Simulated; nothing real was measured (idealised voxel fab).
This section sets out a process module, namely voxel self aligned vias.
For reference, the cross-section in this document is cut, with width 190 nm and square cells of 5 nm.
The cross-sections in this document take the form of a grid made of square cells. They are written out as bands, in order from top to bottom. Each band consists of one or more rows of cells. Heights first: top, then bottom, in nm. Then materials, left to right, each with a width in nm. "throughout" on a single material: fills the band edge to edge. "air": empty space. Counting heights begins at 0, where everything beneath is, in the wafer as received, one material. The lowest band has no bottom; it goes on downwards, as "0..down" shows. The width entry "30->40" should be interpreted row by row: the top row of cells in the band takes the first number, the bottom row takes the second number, and the change between adjacent rows is uniform throughout. Step marked "no modifications"? Then no cell in the cross-section changed in it. Closed-off voids of 8+ cells (no open route to the top) go in "Fully closed voids", written width x height at distance from the left edge, in nm. On a step's line, text after the settings is the simulator commenting on that step. "overlay nm" denotes, for a step that has a mask, the displacement of the mask to the right of its planned place, with negative values corresponding to the left. Each of the pairs that make up the rest of this document says: here is the cross-section before one process step, here is the cross-section after it, drawn only down to the lowest band that changed, and here, under the pair, is the step lying between them with its settings. Different pairs may come from different runs of this module on the same starting wafer, so a pair continues from the pair above it only where its entry headed "Before step" says so.

Before step
* 0..down: Si throughout
* Fully closed voids: none

Post-Process Section
* 15..0: SiO2 throughout
* Under 0: no change, same as before.
* Fully closed voids: none
The before and after cross-sections above differ by one step: CONFORMAL_DEP | material SiO2 | thk nm 15

Before step: we pick up right where the pair above leaves off, with its after cross-section.

Post-Process Section
* 20..15: SiCN throughout
* Under 15: no change, same as before.
* Fully closed voids: none
The before and after cross-sections above differ by one step: CONFORMAL_DEP | material SiCN | thk nm 5

Before step: we pick up right where the pair above leaves off, with its after cross-section.

Post-Process Section
* 40..20: lowk throughout
* Under 20: no change, same as before.
* Fully closed voids: none
The before and after cross-sections above differ by one step: DIRECTIONAL_DEP | material lowk | thk nm 20

Before step: we pick up right where the pair above leaves off, with its after cross-section.

Post-Process Section
* 40..20: lowk 45, then air 25, then lowk 45, then air 25, then lowk 50
* Under 20: no change, same as before.
* Fully closed voids: none
The before and after cross-sections above differ by one step: MASKED_ETCH | tone open | mask id LINES | width nm 25 | pitch nm 70 | etch materials lowk | depth nm 20 | overlay nm 0

Before step: we pick up right where the pair above leaves off, with its after cross-section.

Post-Process Section
* 45..40: TiN 50, then air 15, then TiN 55, then air 15, then TiN 55
* 40..25: lowk 45, then TiN 5, then air 15, then TiN 5, then lowk 45, then TiN 5, then air 15, then TiN 5, then lowk 50
* 25..20: lowk 45, then TiN 25, then lowk 45, then TiN 25, then lowk 50
* Under 20: no change, same as before.
* Fully closed voids: none
The before and after cross-sections above differ by one step: CONFORMAL_DEP | material TiN | thk nm 5

Before step: we pick up right where the pair above leaves off, with its after cross-section.

Post-Process Section
* 50..45: W throughout
* 45..40: TiN 50, then W 15, then TiN 55, then W 15, then TiN 55
* 40..25: lowk 45, then TiN 5, then W 15, then TiN 5, then lowk 45, then TiN 5, then W 15, then TiN 5, then lowk 50
* Under 25: no change, same as before.
* Fully closed voids: none
The before and after cross-sections above differ by one step: FILL_DEP | material W | thk nm 5

Before step: we pick up right where the pair above leaves off, with its after cross-section.

Post-Process Section
* 40..25: lowk 45, then TiN 5, then W 15, then TiN 5, then lowk 45, then TiN 5, then W 15, then TiN 5, then lowk 50
* Under 25: no change, same as before.
* Fully closed voids: none
The before and after cross-sections above differ by one step: CMP | height nm 40

Before step: we pick up right where the pair above leaves off, with its after cross-section.

Post-Process Section
* 40..35: lowk 45, then air 25, then lowk 45, then air 25, then lowk 50
* Under 35: no change, same as before.
* Fully closed voids: none
The before and after cross-sections above differ by one step: SELECTIVE_ETCH | etch materials W Ru TiN | depth nm 5

Before step: we pick up right where the pair above leaves off, with its after cross-section.

Post-Process Section
* 50..40: SiN throughout
* 40..35: lowk 45, then SiN 25, then lowk 45, then SiN 25, then lowk 50
* Under 35: no change, same as before.
* Fully closed voids: none
The before and after cross-sections above differ by one step: FILL_DEP | material SiN | thk nm 10

Before step: we pick up right where the pair above leaves off, with its after cross-section.

Post-Process Section
* 40..35: lowk 45, then SiN 25, then lowk 45, then SiN 25, then lowk 50
* Under 35: no change, same as before.
* Fully closed voids: none
The before and after cross-sections above differ by one step: CMP | height nm 40

Before step: we pick up right where the pair above leaves off, with its after cross-section.

Post-Process Section
* 55..40: lowk throughout
* Under 40: no change, same as before.
* Fully closed voids: none
The before and after cross-sections above differ by one step: DIRECTIONAL_DEP | material lowk | thk nm 15

Before step: we pick up right where the pair above leaves off, with its after cross-section.

Post-Process Section
* 65..55: aC throughout
* Under 55: no change, same as before.
* Fully closed voids: none
The before and after cross-sections above differ by one step: DIRECTIONAL_DEP | material aC | thk nm 10

Before step: we pick up right where the pair above leaves off, with its after cross-section.

Post-Process Section
* 90..65: resist 35, then air 45, then resist 110
* Under 65: no change, same as before.
* Fully closed voids: none
The before and after cross-sections above differ by one step: PATTERN | tone open | mask id VIAS | material resist | width nm 45 | thk nm 25 | overlay nm 0

Before step: we pick up right where the pair above leaves off, with its after cross-section.

Post-Process Section
* 80..65: resist 35, then air 45, then resist 110
* 65..55: aC 35, then air 45, then aC 110
* Under 55: no change, same as before.
* Fully closed voids: none
The before and after cross-sections above differ by one step: DIRECTIONAL_ETCH | etch materials aC | depth nm 10

Before step: we pick up right where the pair above leaves off, with its after cross-section.

Post-Process Section
* 65..55: aC 35, then air 45, then aC 110
* Under 55: no change, same as before.
* Fully closed voids: none
The before and after cross-sections above differ by one step: STRIP | etch materials resist

Before step: we pick up right where the pair above leaves off, with its after cross-section.

Post-Process Section
* 65..55: aC 35, then air 45, then aC 110
* 55..40: lowk 35, then air 45, then lowk 110
* Under 40: no change, same as before.
* Fully closed voids: none
The before and after cross-sections above differ by one step: DIRECTIONAL_ETCH | etch materials lowk | depth nm 15

Before step: we pick up right where the pair above leaves off, with its after cross-section.

Post-Process Section
* 65..55: aC 35, then air 45, then aC 110
* 55..40: lowk 35, then air 45, then lowk 110
* 40..35: lowk 45, then air 25, then lowk 45, then SiN 25, then lowk 50
* Under 35: no change, same as before.
* Fully closed voids: none
The before and after cross-sections above differ by one step: DIRECTIONAL_ETCH | etch materials SiN | depth nm 5

Before step: we pick up right where the pair above leaves off, with its after cross-section.

Post-Process Section
* 55..40: lowk 35, then air 45, then lowk 110
* Under 40: no change, same as before.
* Fully closed voids: none
The before and after cross-sections above differ by one step: STRIP | etch materials aC

Before step: we pick up right where the pair above leaves off, with its after cross-section.

Post-Process Section
* 60..55: TiN 40, then air 35, then TiN 115
* 55..45: lowk 35, then TiN 5, then air 35, then TiN 5, then lowk 110
* 45..40: lowk 35, then TiN 15, then air 15, then TiN 15, then lowk 110
* 40..35: lowk 45, then TiN 25, then lowk 45, then SiN 25, then lowk 50
* Under 35: no change, same as before.
* Fully closed voids: none
The before and after cross-sections above differ by one step: CONFORMAL_DEP | material TiN | thk nm 5

Before step: we pick up right where the pair above leaves off, with its after cross-section.

Post-Process Section
* 70..60: Cu throughout
* 60..55: TiN 40, then Cu 35, then TiN 115
* 55..45: lowk 35, then TiN 5, then Cu 35, then TiN 5, then lowk 110
* 45..40: lowk 35, then TiN 15, then Cu 15, then TiN 15, then lowk 110
* Under 40: no change, same as before.
* Fully closed voids: none
The before and after cross-sections above differ by one step: FILL_DEP | material Cu | thk nm 10

Before step: we pick up right where the pair above leaves off, with its after cross-section.

Post-Process Section
* 55..45: lowk 35, then TiN 5, then Cu 35, then TiN 5, then lowk 110
* Under 45: no change, same as before.
* Fully closed voids: none
The before and after cross-sections above differ by one step: CMP | height nm 55

Before step: we pick up right where the pair above leaves off, with its after cross-section.

Post-Process Section
* 60..55: SiN throughout
* Under 55: no change, same as before.
* Fully closed voids: none
The before and after cross-sections above differ by one step: CONFORMAL_DEP | material SiN | thk nm 5

Before step
* 70..60: Cu throughout
* 60..55: TiN 40, then Cu 35, then TiN 115
* 55..45: lowk 35, then TiN 5, then Cu 35, then TiN 5, then lowk 110
* 45..40: lowk 35, then TiN 15, then Cu 15, then TiN 15, then lowk 110
* 40..35: lowk 45, then TiN 25, then lowk 45, then SiN 25, then lowk 50
* 35..25: lowk 45, then TiN 5, then W 15, then TiN 5, then lowk 45, then TiN 5, then W 15, then TiN 5, then lowk 50
* 25..20: lowk 45, then TiN 25, then lowk 45, then TiN 25, then lowk 50
* 20..15: SiCN throughout
* 15..0: SiO2 throughout
* 0..down: Si throughout
* Fully closed voids: none

Post-Process Section
* 75..70: SiN throughout
* Under 70: no change, same as before.
* Fully closed voids: none
The before and after cross-sections above differ by one step: CONFORMAL_DEP | material SiN | thk nm 5

Before step
* 65..55: aC 35, then air 45, then aC 110
* 55..40: lowk 35, then air 45, then lowk 110
* 40..35: lowk 45, then SiN 25, then lowk 45, then SiN 25, then lowk 50
* 35..25: lowk 45, then TiN 5, then W 15, then TiN 5, then lowk 45, then TiN 5, then W 15, then TiN 5, then lowk 50
* 25..20: lowk 45, then TiN 25, then lowk 45, then TiN 25, then lowk 50
* 20..15: SiCN throughout
* 15..0: SiO2 throughout
* 0..down: Si throughout
* Fully closed voids: none

Post-Process Section
* 65..55: aC 35, then air 45, then aC 110
* 55..40: lowk 35, then air 45, then lowk 110
* 40..35: lowk 35, then air 10, then SiN 25, then air 10, then lowk 35, then SiN 25, then lowk 50
* 35..25: lowk 35, then air 10, then TiN 5, then W 15, then TiN 5, then air 10, then lowk 35, then TiN 5, then W 15, then TiN 5, then lowk 50
* Under 25: no change, same as before.
* Fully closed voids: none
The before and after cross-sections above differ by one step: DIRECTIONAL_ETCH | etch materials lowk | depth nm 15

Before step: we pick up right where the pair above leaves off, with its after cross-section.

Post-Process Section
* 65..55: aC 35, then air 45, then aC 110
* 55..40: lowk 35, then air 45, then lowk 110
* 40..35: lowk 35, then air 45, then lowk 35, then SiN 25, then lowk 50
* Under 35: no change, same as before.
* Fully closed voids: none
The before and after cross-sections above differ by one step: DIRECTIONAL_ETCH | etch materials SiN | depth nm 5

Before step: we pick up right where the pair above leaves off, with its after cross-section.

Post-Process Section
* 55..40: lowk 35, then air 45, then lowk 110
* Under 40: no change, same as before.
* Fully closed voids: none
The before and after cross-sections above differ by one step: STRIP | etch materials aC

Before step: we pick up right where the pair above leaves off, with its after cross-section.

Post-Process Section
* 60..55: TiN 40, then air 35, then TiN 115
* 55..40: lowk 35, then TiN 5, then air 35, then TiN 5, then lowk 110
* 40..35: lowk 35, then TiN 45, then lowk 35, then SiN 25, then lowk 50
* 35..25: lowk 35, then TiN 15, then W 15, then TiN 15, then lowk 35, then TiN 5, then W 15, then TiN 5, then lowk 50
* Under 25: no change, same as before.
* Fully closed voids: none
The before and after cross-sections above differ by one step: CONFORMAL_DEP | material TiN | thk nm 5

Before step: we pick up right where the pair above leaves off, with its after cross-section.

Post-Process Section
* 70..60: Cu throughout
* 60..55: TiN 40, then Cu 35, then TiN 115
* 55..40: lowk 35, then TiN 5, then Cu 35, then TiN 5, then lowk 110
* Under 40: no change, same as before.
* Fully closed voids: none
The before and after cross-sections above differ by one step: FILL_DEP | material Cu | thk nm 10

Before step: we pick up right where the pair above leaves off, with its after cross-section.

Post-Process Section
* 55..40: lowk 35, then TiN 5, then Cu 35, then TiN 5, then lowk 110
* Under 40: no change, same as before.
* Fully closed voids: none
The before and after cross-sections above differ by one step: CMP | height nm 55

Before step: we pick up right where the pair above leaves off, with its after cross-section.

Post-Process Section
* 60..55: SiN throughout
* Under 55: no change, same as before.
* Fully closed voids: none
The before and after cross-sections above differ by one step: CONFORMAL_DEP | material SiN | thk nm 5

Before step
* 0..down: Si throughout
* Fully closed voids: none

Post-Process Section
* 5..0: SiCN throughout
* Under 0: no change, same as before.
* Fully closed voids: none
The before and after cross-sections above differ by one step: CONFORMAL_DEP | material SiCN | thk nm 5

Before step: we pick up right where the pair above leaves off, with its after cross-section.

Post-Process Section
* 20..5: SiO2 throughout
* Under 5: no change, same as before.
* Fully closed voids: none
The before and after cross-sections above differ by one step: CONFORMAL_DEP | material SiO2 | thk nm 15

Before step: we pick up right where the pair above leaves off, with its after cross-section.

Post-Process Section
* 40..20: lowk throughout
* Under 20: no change, same as before.
* Fully closed voids: none
The before and after cross-sections above differ by one step: DIRECTIONAL_DEP | material lowk | thk nm 20

Before step: we pick up right where the pair above leaves off, with its after cross-section.

Post-Process Section
* 40..20: lowk 45, then air 25, then lowk 45, then air 25, then lowk 50
* Under 20: no change, same as before.
* Fully closed voids: none
The before and after cross-sections above differ by one step: MASKED_ETCH | tone open | mask id LINES | width nm 25 | pitch nm 70 | etch materials lowk | depth nm 20 | overlay nm 0

Before step: we pick up right where the pair above leaves off, with its after cross-section.

Post-Process Section
* 45..40: TiN 50, then air 15, then TiN 55, then air 15, then TiN 55
* 40..25: lowk 45, then TiN 5, then air 15, then TiN 5, then lowk 45, then TiN 5, then air 15, then TiN 5, then lowk 50
* 25..20: lowk 45, then TiN 25, then lowk 45, then TiN 25, then lowk 50
* Under 20: no change, same as before.
* Fully closed voids: none
The before and after cross-sections above differ by one step: CONFORMAL_DEP | material TiN | thk nm 5

Before step: we pick up right where the pair above leaves off, with its after cross-section.

Post-Process Section
* 50..45: W throughout
* 45..40: TiN 50, then W 15, then TiN 55, then W 15, then TiN 55
* 40..25: lowk 45, then TiN 5, then W 15, then TiN 5, then lowk 45, then TiN 5, then W 15, then TiN 5, then lowk 50
* Under 25: no change, same as before.
* Fully closed voids: none
The before and after cross-sections above differ by one step: FILL_DEP | material W | thk nm 5

Before step: we pick up right where the pair above leaves off, with its after cross-section.

Post-Process Section
* 40..25: lowk 45, then TiN 5, then W 15, then TiN 5, then lowk 45, then TiN 5, then W 15, then TiN 5, then lowk 50
* Under 25: no change, same as before.
* Fully closed voids: none
The before and after cross-sections above differ by one step: CMP | height nm 40

Before step: we pick up right where the pair above leaves off, with its after cross-section.

Post-Process Section
* 40..35: lowk 45, then air 25, then lowk 45, then air 25, then lowk 50
* Under 35: no change, same as before.
* Fully closed voids: none
The before and after cross-sections above differ by one step: SELECTIVE_ETCH | etch materials W Ru TiN | depth nm 5

Before step: we pick up right where the pair above leaves off, with its after cross-section.

Post-Process Section
* 50..40: SiN throughout
* 40..35: lowk 45, then SiN 25, then lowk 45, then SiN 25, then lowk 50
* Under 35: no change, same as before.
* Fully closed voids: none
The before and after cross-sections above differ by one step: FILL_DEP | material SiN | thk nm 10

Before step: we pick up right where the pair above leaves off, with its after cross-section.

Post-Process Section
* 40..35: lowk 45, then SiN 25, then lowk 45, then SiN 25, then lowk 50
* Under 35: no change, same as before.
* Fully closed voids: none
The before and after cross-sections above differ by one step: CMP | height nm 40

Before step: we pick up right where the pair above leaves off, with its after cross-section.

Post-Process Section
* 55..40: lowk throughout
* Under 40: no change, same as before.
* Fully closed voids: none
The before and after cross-sections above differ by one step: DIRECTIONAL_DEP | material lowk | thk nm 15

Before step: we pick up right where the pair above leaves off, with its after cross-section.

Post-Process Section
* 65..55: aC throughout
* Under 55: no change, same as before.
* Fully closed voids: none
The before and after cross-sections above differ by one step: DIRECTIONAL_DEP | material aC | thk nm 10

Before step: we pick up right where the pair above leaves off, with its after cross-section.

Post-Process Section
* 90..65: resist 35, then air 45, then resist 110
* Under 65: no change, same as before.
* Fully closed voids: none
The before and after cross-sections above differ by one step: PATTERN | tone open | mask id VIAS | material resist | width nm 45 | thk nm 25 | overlay nm 0

Before step: we pick up right where the pair above leaves off, with its after cross-section.

Post-Process Section
* 80..65: resist 35, then air 45, then resist 110
* 65..55: aC 35, then air 45, then aC 110
* Under 55: no change, same as before.
* Fully closed voids: none
The before and after cross-sections above differ by one step: DIRECTIONAL_ETCH | etch materials aC | depth nm 10

Before step: we pick up right where the pair above leaves off, with its after cross-section.

Post-Process Section
* 65..55: aC 35, then air 45, then aC 110
* Under 55: no change, same as before.
* Fully closed voids: none
The before and after cross-sections above differ by one step: STRIP | etch materials resist

Before step: we pick up right where the pair above leaves off, with its after cross-section.

Post-Process Section
* 65..55: aC 35, then air 45, then aC 110
* 55..40: lowk 35, then air 45, then lowk 110
* Under 40: no change, same as before.
* Fully closed voids: none
The before and after cross-sections above differ by one step: DIRECTIONAL_ETCH | etch materials lowk | depth nm 15

Before step: we pick up right where the pair above leaves off, with its after cross-section.

Post-Process Section
* 65..55: aC 35, then air 45, then aC 110
* 55..40: lowk 35, then air 45, then lowk 110
* 40..35: lowk 45, then air 25, then lowk 45, then SiN 25, then lowk 50
* Under 35: no change, same as before.
* Fully closed voids: none
The before and after cross-sections above differ by one step: DIRECTIONAL_ETCH | etch materials SiN | depth nm 5

Before step: we pick up right where the pair above leaves off, with its after cross-section.

Post-Process Section
* 55..40: lowk 35, then air 45, then lowk 110
* Under 40: no change, same as before.
* Fully closed voids: none
The before and after cross-sections above differ by one step: STRIP | etch materials aC

Before step: we pick up right where the pair above leaves off, with its after cross-section.

Post-Process Section
* 60..55: TiN 40, then air 35, then TiN 115
* 55..45: lowk 35, then TiN 5, then air 35, then TiN 5, then lowk 110
* 45..40: lowk 35, then TiN 15, then air 15, then TiN 15, then lowk 110
* 40..35: lowk 45, then TiN 25, then lowk 45, then SiN 25, then lowk 50
* Under 35: no change, same as before.
* Fully closed voids: none
The before and after cross-sections above differ by one step: CONFORMAL_DEP | material TiN | thk nm 5

Before step: we pick up right where the pair above leaves off, with its after cross-section.

Post-Process Section
* 70..60: Cu throughout
* 60..55: TiN 40, then Cu 35, then TiN 115
* 55..45: lowk 35, then TiN 5, then Cu 35, then TiN 5, then lowk 110
* 45..40: lowk 35, then TiN 15, then Cu 15, then TiN 15, then lowk 110
* Under 40: no change, same as before.
* Fully closed voids: none
The before and after cross-sections above differ by one step: FILL_DEP | material Cu | thk nm 10

Before step: we pick up right where the pair above leaves off, with its after cross-section.

Post-Process Section
* 55..45: lowk 35, then TiN 5, then Cu 35, then TiN 5, then lowk 110
* Under 45: no change, same as before.
* Fully closed voids: none
The before and after cross-sections above differ by one step: CMP | height nm 55

Before step: we pick up right where the pair above leaves off, with its after cross-section.

Post-Process Section
* 60..55: SiN throughout
* Under 55: no change, same as before.
* Fully closed voids: none
The before and after cross-sections above differ by one step: CONFORMAL_DEP | material SiN | thk nm 5

Before step
* 65..55: aC 35, then air 45, then aC 110
* 55..40: lowk throughout
* 40..35: lowk 45, then SiN 25, then lowk 45, then SiN 25, then lowk 50
* 35..25: lowk 45, then TiN 5, then W 15, then TiN 5, then lowk 45, then TiN 5, then W 15, then TiN 5, then lowk 50
* 25..20: lowk 45, then TiN 25, then lowk 45, then TiN 25, then lowk 50
* 20..15: SiCN throughout
* 15..0: SiO2 throughout
* 0..down: Si throughout
* Fully closed voids: none

Post-Process Section
* 65..55: aC 35, then air 45, then aC 110
* 55..40: lowk 35, then air 45, then lowk 110
* 40..35: lowk 35, then air 10, then SiN 25, then air 10, then lowk 35, then SiN 25, then lowk 50
* 35..30: lowk 35, then air 10, then TiN 5, then W 15, then TiN 5, then air 10, then lowk 35, then TiN 5, then W 15, then TiN 5, then lowk 50
* Under 30: no change, same as before.
* Fully closed voids: none
The before and after cross-sections above differ by one step: DIRECTIONAL_ETCH | etch materials lowk | depth nm 25

Before step: we pick up right where the pair above leaves off, with its after cross-section.

Post-Process Section
* 65..55: aC 35, then air 45, then aC 110
* 55..40: lowk 35, then air 45, then lowk 110
* 40..35: lowk 35, then air 45, then lowk 35, then SiN 25, then lowk 50
* Under 35: no change, same as before.
* Fully closed voids: none
The before and after cross-sections above differ by one step: DIRECTIONAL_ETCH | etch materials SiN | depth nm 5

Before step: we pick up right where the pair above leaves off, with its after cross-section.

Post-Process Section
* 55..40: lowk 35, then air 45, then lowk 110
* Under 40: no change, same as before.
* Fully closed voids: none
The before and after cross-sections above differ by one step: STRIP | etch materials aC

Before step: we pick up right where the pair above leaves off, with its after cross-section.

Post-Process Section
* 60..55: TiN 40, then air 35, then TiN 115
* 55..40: lowk 35, then TiN 5, then air 35, then TiN 5, then lowk 110
* 40..35: lowk 35, then TiN 45, then lowk 35, then SiN 25, then lowk 50
* 35..25: lowk 35->45, then TiN 15->5, then W 15, then TiN 15->5, then lowk 35->45, then TiN 5, then W 15, then TiN 5, then lowk 50
* Under 25: no change, same as before.
* Fully closed voids: none
The before and after cross-sections above differ by one step: CONFORMAL_DEP | material TiN | thk nm 5

Before step: we pick up right where the pair above leaves off, with its after cross-section.

Post-Process Section
* 70..60: Cu throughout
* 60..55: TiN 40, then Cu 35, then TiN 115
* 55..40: lowk 35, then TiN 5, then Cu 35, then TiN 5, then lowk 110
* Under 40: no change, same as before.
* Fully closed voids: none
The before and after cross-sections above differ by one step: FILL_DEP | material Cu | thk nm 10

Before step: we pick up right where the pair above leaves off, with its after cross-section.

Post-Process Section
* 55..40: lowk 35, then TiN 5, then Cu 35, then TiN 5, then lowk 110
* Under 40: no change, same as before.
* Fully closed voids: none
The before and after cross-sections above differ by one step: CMP | height nm 55

Before step: we pick up right where the pair above leaves off, with its after cross-section.

Post-Process Section
* 60..55: SiN throughout
* Under 55: no change, same as before.
* Fully closed voids: none
The before and after cross-sections above differ by one step: CONFORMAL_DEP | material SiN | thk nm 5

Before step
* 65..55: aC throughout
* 55..40: lowk throughout
* 40..35: lowk 45, then SiN 25, then lowk 45, then SiN 25, then lowk 50
* 35..25: lowk 45, then TiN 5, then W 15, then TiN 5, then lowk 45, then TiN 5, then W 15, then TiN 5, then lowk 50
* 25..20: lowk 45, then TiN 25, then lowk 45, then TiN 25, then lowk 50
* 20..15: SiCN throughout
* 15..0: SiO2 throughout
* 0..down: Si throughout
* Fully closed voids: none

Post-Process Section
* 90..65: resist 35, then air 50, then resist 105
* Under 65: no change, same as before.
* Fully closed voids: none
The before and after cross-sections above differ by one step: PATTERN | tone open | mask id VIAS | material resist | width nm 50 | thk nm 25 | overlay nm 0

Before step: we pick up right where the pair above leaves off, with its after cross-section.

Post-Process Section
* 80..65: resist 35, then air 50, then resist 105
* 65..55: aC 35, then air 50, then aC 105
* Under 55: no change, same as before.
* Fully closed voids: none
The before and after cross-sections above differ by one step: DIRECTIONAL_ETCH | etch materials aC | depth nm 10

Before step: we pick up right where the pair above leaves off, with its after cross-section.

Post-Process Section
* 65..55: aC 35, then air 50, then aC 105
* Under 55: no change, same as before.
* Fully closed voids: none
The before and after cross-sections above differ by one step: STRIP | etch materials resist

Before step: we pick up right where the pair above leaves off, with its after cross-section.

Post-Process Section
* 65..55: aC 35, then air 50, then aC 105
* 55..40: lowk 35, then air 50, then lowk 105
* Under 40: no change, same as before.
* Fully closed voids: none
The before and after cross-sections above differ by one step: DIRECTIONAL_ETCH | etch materials lowk | depth nm 15

Before step: we pick up right where the pair above leaves off, with its after cross-section.

Post-Process Section
* 65..55: aC 35, then air 50, then aC 105
* 55..40: lowk 35, then air 50, then lowk 105
* 40..35: lowk 45, then air 25, then lowk 45, then SiN 25, then lowk 50
* Under 35: no change, same as before.
* Fully closed voids: none
The before and after cross-sections above differ by one step: DIRECTIONAL_ETCH | etch materials SiN | depth nm 5

Before step: we pick up right where the pair above leaves off, with its after cross-section.

Post-Process Section
* 55..40: lowk 35, then air 50, then lowk 105
* Under 40: no change, same as before.
* Fully closed voids: none
The before and after cross-sections above differ by one step: STRIP | etch materials aC

Before step: we pick up right where the pair above leaves off, with its after cross-section.

Post-Process Section
* 60..55: TiN 40, then air 40, then TiN 110
* 55..45: lowk 35, then TiN 5, then air 40, then TiN 5, then lowk 105
* 45..40: lowk 35, then TiN 15, then air 15, then TiN 20, then lowk 105
* 40..35: lowk 45, then TiN 25, then lowk 45, then SiN 25, then lowk 50
* Under 35: no change, same as before.
* Fully closed voids: none
The before and after cross-sections above differ by one step: CONFORMAL_DEP | material TiN | thk nm 5

Before step: we pick up right where the pair above leaves off, with its after cross-section.

Post-Process Section
* 70..60: Cu throughout
* 60..55: TiN 40, then Cu 40, then TiN 110
* 55..45: lowk 35, then TiN 5, then Cu 40, then TiN 5, then lowk 105
* 45..40: lowk 35, then TiN 15, then Cu 15, then TiN 20, then lowk 105
* Under 40: no change, same as before.
* Fully closed voids: none
The before and after cross-sections above differ by one step: FILL_DEP | material Cu | thk nm 10

Before step: we pick up right where the pair above leaves off, with its after cross-section.

Post-Process Section
* 55..45: lowk 35, then TiN 5, then Cu 40, then TiN 5, then lowk 105
* Under 45: no change, same as before.
* Fully closed voids: none
The before and after cross-sections above differ by one step: CMP | height nm 55

Before step: we pick up right where the pair above leaves off, with its after cross-section.

Post-Process Section
* 60..55: SiN throughout
* Under 55: no change, same as before.
* Fully closed voids: none
The before and after cross-sections above differ by one step: CONFORMAL_DEP | material SiN | thk nm 5

Before step
* 40..20: lowk throughout
* 20..15: SiCN throughout
* 15..0: SiO2 throughout
* 0..down: Si throughout
* Fully closed voids: none

Post-Process Section
* 40..20: lowk 35, then air 25, then lowk 45, then air 25, then lowk 60
* Under 20: no change, same as before.
* Fully closed voids: none
The before and after cross-sections above differ by one step: MASKED_ETCH | tone open | mask id LINES | width nm 25 | pitch nm 70 | etch materials lowk | depth nm 20 | overlay nm -10

Before step: we pick up right where the pair above leaves off, with its after cross-section.

Post-Process Section
* 45..40: TiN 40, then air 15, then TiN 55, then air 15, then TiN 65
* 40..25: lowk 35, then TiN 5, then air 15, then TiN 5, then lowk 45, then TiN 5, then air 15, then TiN 5, then lowk 60
* 25..20: lowk 35, then TiN 25, then lowk 45, then TiN 25, then lowk 60
* Under 20: no change, same as before.
* Fully closed voids: none
The before and after cross-sections above differ by one step: CONFORMAL_DEP | material TiN | thk nm 5

Before step: we pick up right where the pair above leaves off, with its after cross-section.

Post-Process Section
* 50..45: W throughout
* 45..40: TiN 40, then W 15, then TiN 55, then W 15, then TiN 65
* 40..25: lowk 35, then TiN 5, then W 15, then TiN 5, then lowk 45, then TiN 5, then W 15, then TiN 5, then lowk 60
* Under 25: no change, same as before.
* Fully closed voids: none
The before and after cross-sections above differ by one step: FILL_DEP | material W | thk nm 5

Before step: we pick up right where the pair above leaves off, with its after cross-section.

Post-Process Section
* 40..25: lowk 35, then TiN 5, then W 15, then TiN 5, then lowk 45, then TiN 5, then W 15, then TiN 5, then lowk 60
* Under 25: no change, same as before.
* Fully closed voids: none
The before and after cross-sections above differ by one step: CMP | height nm 40

Before step: we pick up right where the pair above leaves off, with its after cross-section.

Post-Process Section
* 40..35: lowk 35, then air 25, then lowk 45, then air 25, then lowk 60
* Under 35: no change, same as before.
* Fully closed voids: none
The before and after cross-sections above differ by one step: SELECTIVE_ETCH | etch materials W Ru TiN | depth nm 5

Before step: we pick up right where the pair above leaves off, with its after cross-section.

Post-Process Section
* 50..40: SiN throughout
* 40..35: lowk 35, then SiN 25, then lowk 45, then SiN 25, then lowk 60
* Under 35: no change, same as before.
* Fully closed voids: none
The before and after cross-sections above differ by one step: FILL_DEP | material SiN | thk nm 10

Before step: we pick up right where the pair above leaves off, with its after cross-section.

Post-Process Section
* 40..35: lowk 35, then SiN 25, then lowk 45, then SiN 25, then lowk 60
* Under 35: no change, same as before.
* Fully closed voids: none
The before and after cross-sections above differ by one step: CMP | height nm 40

Before step: we pick up right where the pair above leaves off, with its after cross-section.

Post-Process Section
* 55..40: lowk throughout
* Under 40: no change, same as before.
* Fully closed voids: none
The before and after cross-sections above differ by one step: DIRECTIONAL_DEP | material lowk | thk nm 15

Before step: we pick up right where the pair above leaves off, with its after cross-section.

Post-Process Section
* 65..55: aC throughout
* Under 55: no change, same as before.
* Fully closed voids: none
The before and after cross-sections above differ by one step: DIRECTIONAL_DEP | material aC | thk nm 10

Before step: we pick up right where the pair above leaves off, with its after cross-section.

Post-Process Section
* 90..65: resist 35, then air 45, then resist 110
* Under 65: no change, same as before.
* Fully closed voids: none
The before and after cross-sections above differ by one step: PATTERN | tone open | mask id VIAS | material resist | width nm 45 | thk nm 25 | overlay nm 0

Before step: we pick up right where the pair above leaves off, with its after cross-section.

Post-Process Section
* 80..65: resist 35, then air 45, then resist 110
* 65..55: aC 35, then air 45, then aC 110
* Under 55: no change, same as before.
* Fully closed voids: none
The before and after cross-sections above differ by one step: DIRECTIONAL_ETCH | etch materials aC | depth nm 10

Before step: we pick up right where the pair above leaves off, with its after cross-section.

Post-Process Section
* 65..55: aC 35, then air 45, then aC 110
* Under 55: no change, same as before.
* Fully closed voids: none
The before and after cross-sections above differ by one step: STRIP | etch materials resist

Before step: we pick up right where the pair above leaves off, with its after cross-section.

Post-Process Section
* 65..55: aC 35, then air 45, then aC 110
* 55..40: lowk 35, then air 45, then lowk 110
* Under 40: no change, same as before.
* Fully closed voids: none
The before and after cross-sections above differ by one step: DIRECTIONAL_ETCH | etch materials lowk | depth nm 15

Before step: we pick up right where the pair above leaves off, with its after cross-section.

Post-Process Section
* 65..55: aC 35, then air 45, then aC 110
* 55..40: lowk 35, then air 45, then lowk 110
* 40..35: lowk 35, then air 25, then lowk 45, then SiN 25, then lowk 60
* Under 35: no change, same as before.
* Fully closed voids: none
The before and after cross-sections above differ by one step: DIRECTIONAL_ETCH | etch materials SiN | depth nm 5

Before step: we pick up right where the pair above leaves off, with its after cross-section.

Post-Process Section
* 55..40: lowk 35, then air 45, then lowk 110
* Under 40: no change, same as before.
* Fully closed voids: none
The before and after cross-sections above differ by one step: STRIP | etch materials aC

Before step: we pick up right where the pair above leaves off, with its after cross-section.

Post-Process Section
* 60..55: TiN 40, then air 35, then TiN 115
* 55..45: lowk 35, then TiN 5, then air 35, then TiN 5, then lowk 110
* 45..40: lowk 35, then TiN 5, then air 15, then TiN 25, then lowk 110
* 40..35: lowk 35, then TiN 25, then lowk 45, then SiN 25, then lowk 60
* Under 35: no change, same as before.
* Fully closed voids: none
The before and after cross-sections above differ by one step: CONFORMAL_DEP | material TiN | thk nm 5

Before step: we pick up right where the pair above leaves off, with its after cross-section.

Post-Process Section
* 70..60: Cu throughout
* 60..55: TiN 40, then Cu 35, then TiN 115
* 55..45: lowk 35, then TiN 5, then Cu 35, then TiN 5, then lowk 110
* 45..40: lowk 35, then TiN 5, then Cu 15, then TiN 25, then lowk 110
* Under 40: no change, same as before.
* Fully closed voids: none
The before and after cross-sections above differ by one step: FILL_DEP | material Cu | thk nm 10
